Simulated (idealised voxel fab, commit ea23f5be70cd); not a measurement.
process module | voxel capacitor over wiring
cross-section cut | 255 nm wide | cells 5 nm
A cross-section is a grid of square cells, given in bands from the top down. A band is one or more rows of cells.
Each band's line starts with the height of the band's top and of its bottom, in nm. Then come its materials from left to right, each with its width in nm. One material with "throughout" fills the band from edge to edge. "air" is empty space.
Height 0 is the level under which the wafer as received is all one material. The lowest band goes on downwards, as in "0 down".
A width such as "30 to 40" changes by the same amount from each row of cells to the next, from the band's top row to its bottom row.
"no change" after a step means that no cell of the cross-section changed.
closed voids: empty space of 8 cells or more with no open way to the top, each as width x height at its distance from the left edge, in nm
after a step's settings: what the simulator itself notes on the step
overlay nm, on a step with a mask: how far to the right of its planned place the mask lay; to the left if negative
plan
1 op RECEIVE | material Si
2 op CONFORMAL_DEP | material SiO2 | thk nm 10
3 op DIRECTIONAL_DEP | material TiN | thk nm 5
4 op DIRECTIONAL_DEP | material W | thk nm 25
5 op MASKED_ETCH | tone cover | mask id METAL_1 | width nm 25 | pitch nm 80 | etch materials W | depth nm 25 | overlay nm 0
6 op MASKED_ETCH | tone cover | mask id METAL_1 | width nm 25 | pitch nm 80 | etch materials TiN | depth nm 5 | overlay nm 0
7 op CONFORMAL_DEP | material SiCN | thk nm 5
8 op FILL_DEP | material lowk | thk nm 10
9 op CMP | height nm 40
10 op CONFORMAL_DEP | material SiCN | thk nm 5
11 op DIRECTIONAL_DEP | material lowk | thk nm 15
12 op PATTERN | tone open | mask id PLUG_1 | material resist | width nm 15 | thk nm 20 | overlay nm -15
13 op DIRECTIONAL_ETCH | etch materials lowk | depth nm 15
14 op DIRECTIONAL_ETCH | etch materials SiCN | depth nm 5
15 op STRIP | etch materials resist
16 op CONFORMAL_DEP | material TiN | thk nm 5
17 op FILL_DEP | material Cu | thk nm 10
18 op CMP | height nm 60
19 op DIRECTIONAL_DEP | material TiN | thk nm 5
20 op DIRECTIONAL_DEP | material HfO2 | thk nm 5
21 op DIRECTIONAL_DEP | material TiN | thk nm 5
22 op MASKED_ETCH | tone cover | mask id UPPER_PLATE | width nm 60 | etch materials TiN | depth nm 5 | overlay nm 0
23 op MASKED_ETCH | tone cover | mask id UPPER_PLATE | width nm 60 | etch materials HfO2 | depth nm 5 | overlay nm 0
24 op MASKED_ETCH | tone cover | mask id LOWER_PLATE | width nm 70 | etch materials TiN | depth nm 5 | overlay nm 0
25 op FILL_DEP | material SiO2 | thk nm 15
26 op CMP | height nm 85
27 op MASKED_ETCH | tone open | mask id PLUG_2 | width nm 15 | etch materials SiO2 | depth nm 10 | overlay nm 0
28 op CONFORMAL_DEP | material TiN | thk nm 5
29 op FILL_DEP | material W | thk nm 10
30 op CMP | height nm 85
31 op CONFORMAL_DEP | material SiCN | thk nm 5
varied across the wafers: overlay nm of step 12. The plan shows the first wafer's value. All wafers start alike
first wafer as received, after step 1
  0 down: Si throughout
  closed voids: none
each wafer at the end: cells of each material gained (+) or lost (-) since it was received, then its closed voids
overlay nm -15 | +3 Cu | +12 HfO2 | +160 SiCN | +313 SiO2 | +50 TiN | +51 W | +329 lowk | closed voids: none
overlay nm -10 | +3 Cu | +12 HfO2 | +160 SiCN | +313 SiO2 | +50 TiN | +51 W | +329 lowk | closed voids: none
overlay nm -5 | +3 Cu | +12 HfO2 | +160 SiCN | +313 SiO2 | +50 TiN | +51 W | +329 lowk | closed voids: none
overlay nm 0 | +3 Cu | +12 HfO2 | +160 SiCN | +313 SiO2 | +50 TiN | +51 W | +329 lowk | closed voids: none
overlay nm 5 | +3 Cu | +12 HfO2 | +160 SiCN | +313 SiO2 | +50 TiN | +51 W | +329 lowk | closed voids: none
overlay nm 10 | +3 Cu | +12 HfO2 | +160 SiCN | +313 SiO2 | +50 TiN | +51 W | +329 lowk | closed voids: none
overlay nm 15 | +3 Cu | +12 HfO2 | +160 SiCN | +313 SiO2 | +50 TiN | +51 W | +329 lowk | closed voids: none
